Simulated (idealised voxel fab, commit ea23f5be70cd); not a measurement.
Title: Process Module voxel lift off
Shown is cross-section cut, with a width of 155 nm and square cells of size 5 nm.
If you're reading a cross-section in this doc, picture square cells in a grid; it comes to you as bands, top ones listed first down to the bottom, and a band can be one or more rows of cells.
Read a band's entry like this: the first values are the height of its top and the height of its bottom in nm, and what follows is the sequence of materials from left to right, each with its width in nm. Note that "air" is empty space, and that a single material marked "edge to edge" reaches across the band from edge to edge.
Heights from 0 (as-received wafer is one material below). Bottom band endless downward, as "0 down".
So if you see something like "30 to 40" for the width, read it as the top row of the band sitting at the first number and the bottom row at the second, with every row in between moving by the same amount as the last.
It should be understood that the words "remains unaltered", when stated for a given step, signify that the cross-section underwent no change in any of its cells during that step.
Entrapped voids: empty space of 8 cells or more with no open way to the top, each as width x height at its distance from the left edge, in nm
Heads up: the bit after the settings on a step's line is the simulator's remark on that step.
When a step includes a mask, the "overlay nm" setting on its line states how far to the right of its planned place that mask lay, and negative values state how far to the left.

## Here's what the planned process steps look like
| 1 | RECEIVE | material Si |
| 2 | CONFORMAL_DEP | material SiO2 | thk nm 15 |
| 3 | PATTERN | tone open | mask id LINES | material resist | width nm 20 | pitch nm 50 | thk nm 30 | overlay nm 0 |
| 4 | DIRECTIONAL_DEP | material Ru | thk nm 15 |
| 5 | STRIP | etch materials resist |
| 6 | CONFORMAL_DEP | material SiCN | thk nm 10 |

## What follows covers the first of two wafers; it ran as planned

## Cross-section, incoming material, after step 1
	0 down | Si edge to edge
	Entrapped voids: none

## The wafer in cross-section once step 2 is complete
	15 to 0 | SiO2 edge to edge
	Below a height of 0, the structure has not been altered.

## The wafer in cross-section once step 3 is complete
	45 to 15 | 15 of resist | 20 of air | 30 of resist | 20 of air | 30 of resist | 20 of air | 20 of resist
	Below a height of 15, the structure has not been altered.

## The wafer in cross-section once step 4 is complete
	60 to 45 | 15 of Ru | 20 of air | 30 of Ru | 20 of air | 30 of Ru | 20 of air | 20 of Ru
	45 to 30 | 15 of resist | 20 of air | 30 of resist | 20 of air | 30 of resist | 20 of air | 20 of resist
	30 to 15 | 15 of resist | 20 of Ru | 30 of resist | 20 of Ru | 30 of resist | 20 of Ru | 20 of resist
	Below a height of 15, the structure has not been altered.

## The wafer in cross-section once step 5 is complete
	30 to 15 | 15 of air | 20 of Ru | 30 of air | 20 of Ru | 30 of air | 20 of Ru | 20 of air
	Below a height of 15, the structure has not been altered.

## The wafer in cross-section once step 6 is complete
	40 to 30 | 5 of air | 40 of SiCN | 10 of air | 40 of SiCN | 10 of air | 40 of SiCN | 10 of air
	30 to 25 | 5 of air | 10 of SiCN | 20 of Ru | 10 of SiCN | 10 of air | 10 of SiCN | 20 of Ru | 10 of SiCN | 10 of air | 10 of SiCN | 20 of Ru | 10 of SiCN | 10 of air
	25 to 15 | 15 of SiCN | 20 of Ru | 30 of SiCN | 20 of Ru | 30 of SiCN | 20 of Ru | 20 of SiCN
	Below a height of 15, the structure has not been altered.

## Wafer two. Identical start, identical plan. One mistake in execution. Identical history through step 3

## Here is the second wafer in cross-section at the point where step 4 of the plan should have been done
	50 to 45 | 15 of Ru | 20 of air | 30 of Ru | 20 of air | 30 of Ru | 20 of air | 20 of Ru
	45 to 20 | 15 of resist | 20 of air | 30 of resist | 20 of air | 30 of resist | 20 of air | 20 of resist
	20 to 15 | 15 of resist | 20 of Ru | 30 of resist | 20 of Ru | 30 of resist | 20 of Ru | 20 of resist
	Below a height of 15, the structure has not been altered.

## Here is the second wafer in cross-section at the point where step 5 of the plan should have been done
	20 to 15 | 15 of air | 20 of Ru | 30 of air | 20 of Ru | 30 of air | 20 of Ru | 20 of air
	Below a height of 15, the structure has not been altered.

## Here is the second wafer in cross-section at the point where step 6 of the plan should have been done
	30 to 25 | 5 of air | 40 of SiCN | 10 of air | 40 of SiCN | 10 of air | 40 of SiCN | 10 of air
	25 to 20 | SiCN edge to edge
	20 to 15 | 15 of SiCN | 20 of Ru | 30 of SiCN | 20 of Ru | 30 of SiCN | 20 of Ru | 20 of SiCN
	Below a height of 15, the structure has not been altered.
Heads up, the wafer didn't run the way we planned it: for step 4, the planned setting was not used; the step was instead run as DIRECTIONAL_DEP | material Ru | thk nm 5
Wrapping up, a cell-based count of both wafers puts the second over or under the first for these materials: Ru: 24 fewer, SiCN: 24 fewer
